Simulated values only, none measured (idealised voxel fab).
The following is a process module called voxel self aligned vias.
Square cells of 5 nm make up the cross-section cut, whose width is 215 nm.
Bands, listed from the top down, are how a cross-section gets written in this document; the cross-section itself is a grid of square cells, and a band is one or more rows of them. This entry defines a band. It first specifies the height of the band's top and the height of its bottom in nm, and then specifies the band's materials from left to right, stating each material with its width in nm. The word "everywhere" identifies a single material that fills the band from edge to edge, while the word "empty" identifies empty space. Zero point of the height axis is 0; under it, received wafer = one material. Lowest band: continues down indefinitely, "z 0 and below". Top row gets the first number, bottom row gets the second, and each row in between changes by the same step: that is how a band width like "30 to 40" works. Where a step carries "remains unaltered", the cross-section came out of it unchanged, cell for cell. For the entry "Closed void register", the listed items are empty spaces with no open way to the top whose size is 8 cells or more; each item follows the pattern width x height at distance, where distance is from the left edge and all three are in nm. Read whatever lies past the settings on a step's line as the simulator's own remark about the step. Steps that use a mask can have "overlay nm" on their line. It says how far the mask sat to the right of where it was meant to be. Negative means to the left.

### These are the steps we planned for the process
1. RECEIVE | material Si
2. CONFORMAL_DEP | material SiO2 | thk nm 15
3. CONFORMAL_DEP | material SiCN | thk nm 5
4. DIRECTIONAL_DEP | material lowk | thk nm 30
5. PATTERN | tone open | mask id LINES | material resist | width nm 30 | pitch nm 70 | thk nm 15 | overlay nm 0
6. DIRECTIONAL_ETCH | etch materials lowk | depth nm 30
7. STRIP | etch materials resist
8. CONFORMAL_DEP | material TiN | thk nm 5
9. FILL_DEP | material W | thk nm 10
10. CMP | height nm 50
11. SELECTIVE_ETCH | etch materials W Ru TiN | depth nm 5
12. FILL_DEP | material SiN | thk nm 5
13. CMP | height nm 50
14. DIRECTIONAL_DEP | material lowk | thk nm 15
15. MASKED_ETCH | tone open | mask id VIAS | width nm 50 | pitch nm 70 | etch materials lowk | depth nm 15 | overlay nm 0
16. MASKED_ETCH | tone open | mask id VIAS | width nm 50 | pitch nm 70 | etch materials SiN | depth nm 5 | overlay nm 0
17. CONFORMAL_DEP | material TiN | thk nm 5
18. FILL_DEP | material W | thk nm 5
19. CMP | height nm 65
20. CONFORMAL_DEP | material SiCN | thk nm 5

### As-received wafer cross-section (after step 1)
z 0 and below | Si everywhere
Closed void register: none

### First of two wafers, end-of-module section, run followed plan
z 70 to 65 | SiCN everywhere
z 65 to 55 | 45 nm lowk; 5 nm TiN; 40 nm W; 5 nm TiN; 20 nm lowk; 5 nm TiN; 40 nm W; 5 nm TiN; 50 nm lowk
z 55 to 50 | 45 nm lowk; 15 nm TiN; 20 nm W; 15 nm TiN; 20 nm lowk; 15 nm TiN; 20 nm W; 15 nm TiN; 50 nm lowk
z 50 to 45 | 55 nm lowk; 30 nm TiN; 40 nm lowk; 30 nm TiN; 60 nm lowk
z 45 to 25 | 55 nm lowk; 5 nm TiN; 20 nm W; 5 nm TiN; 40 nm lowk; 5 nm TiN; 20 nm W; 5 nm TiN; 60 nm lowk
z 25 to 20 | 55 nm lowk; 30 nm TiN; 40 nm lowk; 30 nm TiN; 60 nm lowk
z 20 to 15 | SiCN everywhere
z 15 to 0 | SiO2 everywhere
z 0 and below | Si everywhere
Closed void register: none

### Cross-section at end of module for the second wafer of two, which matched the first in starting point and plan and differed by one mistake in its processing
z 70 to 65 | SiCN everywhere
z 65 to 55 | 45 nm lowk; 5 nm TiN; 40 nm W; 5 nm TiN; 20 nm lowk; 5 nm TiN; 40 nm W; 5 nm TiN; 50 nm lowk
z 55 to 50 | 45 nm lowk; 15 nm TiN; 20 nm W; 15 nm TiN; 20 nm lowk; 15 nm TiN; 20 nm W; 15 nm TiN; 50 nm lowk
z 50 to 45 | 55 nm lowk; 30 nm TiN; 40 nm lowk; 30 nm TiN; 60 nm lowk
z 45 to 35 | 55 nm lowk; 5 nm TiN; 20 nm W; 5 nm TiN; 40 nm lowk; 5 nm TiN; 20 nm W; 5 nm TiN; 60 nm lowk
z 35 to 30 | 55 nm lowk; 30 nm TiN; 40 nm lowk; 30 nm TiN; 60 nm lowk
z 30 to 15 | SiCN everywhere
z 15 to 0 | SiO2 everywhere
z 0 and below | Si everywhere
Closed void register: none
Deviation from plan: step 3 went in with a setting other than planned; the actual run was CONFORMAL_DEP | material SiCN | thk nm 15
Upon completion, the second wafer contains, in terms of cells, a greater or smaller amount of certain materials than the first wafer: 86 more of SiCN; 8 fewer of TiN; 16 fewer of W; 62 fewer of lowk
